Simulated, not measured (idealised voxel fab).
The process module that follows is named voxel lift off.
The cross-section on display is named cut; it measures 295 nm wide, and its cells are 5 nm squares.
A cross-section in this document is a grid of square cells, and it is written down as bands, the top band listed before the ones below it; a band is made up of one or more rows of cells.
Read a band's entry like this: the first values are the height of its top and the height of its bottom in nm, and what follows is the sequence of materials from left to right, each with its width in nm. Note that "blank" is empty space, and that a single material marked "full width" reaches across the band from edge to edge.
Zero point of the height axis is 0; under it, received wafer = one material. Lowest band: continues down indefinitely, "top 0, no bottom".
The expression "30->40" gives the width at the extremes of the band, the first number at its top row of cells and the second at its bottom row, with the width changing by equal amounts from each row to the next in between.
Key: "nothing changed" - step with no changed cell in the cross-section.
"Enclosed cavity list" - sealed voids, min. 8 cells, no opening to top; format: width x height at distance (distance from left edge; nm throughout).
Anything after a step's settings on that line? It's the simulator's own note about the step.
Regarding "overlay nm": on a step with a mask, it is the distance the mask lay to the right of its planned place; a negative value places it to the left.
List of planned process steps
1,RECEIVE [material Si]
2,CONFORMAL_DEP [material SiN] [thk nm 10]
3,PATTERN [tone open] [mask id LINES] [material resist] [width nm 25] [pitch nm 50] [thk nm 30] [overlay nm 0]
4,DIRECTIONAL_DEP [material Ru] [thk nm 15]
5,STRIP [etch materials resist]
6,CONFORMAL_DEP [material SiN] [thk nm 5]
First wafer out of two, processed as planned
Cross-section of the wafer at receipt, which is the condition after step 1
  top 0, no bottom  Si full width
  Enclosed cavity list: none
You're looking at a cross-section of the wafer after step 2
  top 10, bottom 0  SiN full width
  Under 0: no change, same as before.
You're looking at a cross-section of the wafer after step 3
  top 40, bottom 10  85 resist / 25 blank / 25 resist / 25 blank / 25 resist / 25 blank / 85 resist
  Under 10: no change, same as before.
You're looking at a cross-section of the wafer after step 4
  top 55, bottom 40  85 Ru / 25 blank / 25 Ru / 25 blank / 25 Ru / 25 blank / 85 Ru
  top 40, bottom 25  85 resist / 25 blank / 25 resist / 25 blank / 25 resist / 25 blank / 85 resist
  top 25, bottom 10  85 resist / 25 Ru / 25 resist / 25 Ru / 25 resist / 25 Ru / 85 resist
  Under 10: no change, same as before.
You're looking at a cross-section of the wafer after step 5
  top 25, bottom 10  85 blank / 25 Ru / 25 blank / 25 Ru / 25 blank / 25 Ru / 85 blank
  Under 10: no change, same as before.
You're looking at a cross-section of the wafer after step 6
  top 30, bottom 25  80 blank / 35 SiN / 15 blank / 35 SiN / 15 blank / 35 SiN / 80 blank
  top 25, bottom 15  80 blank / 5 SiN / 25 Ru / 5 SiN / 15 blank / 5 SiN / 25 Ru / 5 SiN / 15 blank / 5 SiN / 25 Ru / 5 SiN / 80 blank
  top 15, bottom 10  85 SiN / 25 Ru / 25 SiN / 25 Ru / 25 SiN / 25 Ru / 85 SiN
  Under 10: no change, same as before.
Second wafer, same starting conditions and recipe as the first, one mistake in executing it, nothing differs from the first up to and including step 4
Here is the second wafer in cross-section at the point where step 5 of the plan should have been done
  top 25, bottom 10  85 blank / 25 Ru / 25 blank / 25 Ru / 25 blank / 25 Ru / 85 blank
  Under 10: no change, same as before.
Here is the second wafer in cross-section at the point where step 6 of the plan should have been done
  top 30, bottom 25  80 blank / 35 SiN / 15 blank / 35 SiN / 15 blank / 35 SiN / 80 blank
  top 25, bottom 15  80 blank / 5 SiN / 25 Ru / 5 SiN / 15 blank / 5 SiN / 25 Ru / 5 SiN / 15 blank / 5 SiN / 25 Ru / 5 SiN / 80 blank
  top 15, bottom 10  85 SiN / 25 Ru / 25 SiN / 25 Ru / 25 SiN / 25 Ru / 85 SiN
  Under 10: no change, same as before.
What went wrong in running the wafer? twice over, step 5 of the plan was run
Honestly, by the end the two wafers have the same cross-section, so the mistake just doesn't show up in what this model computes.
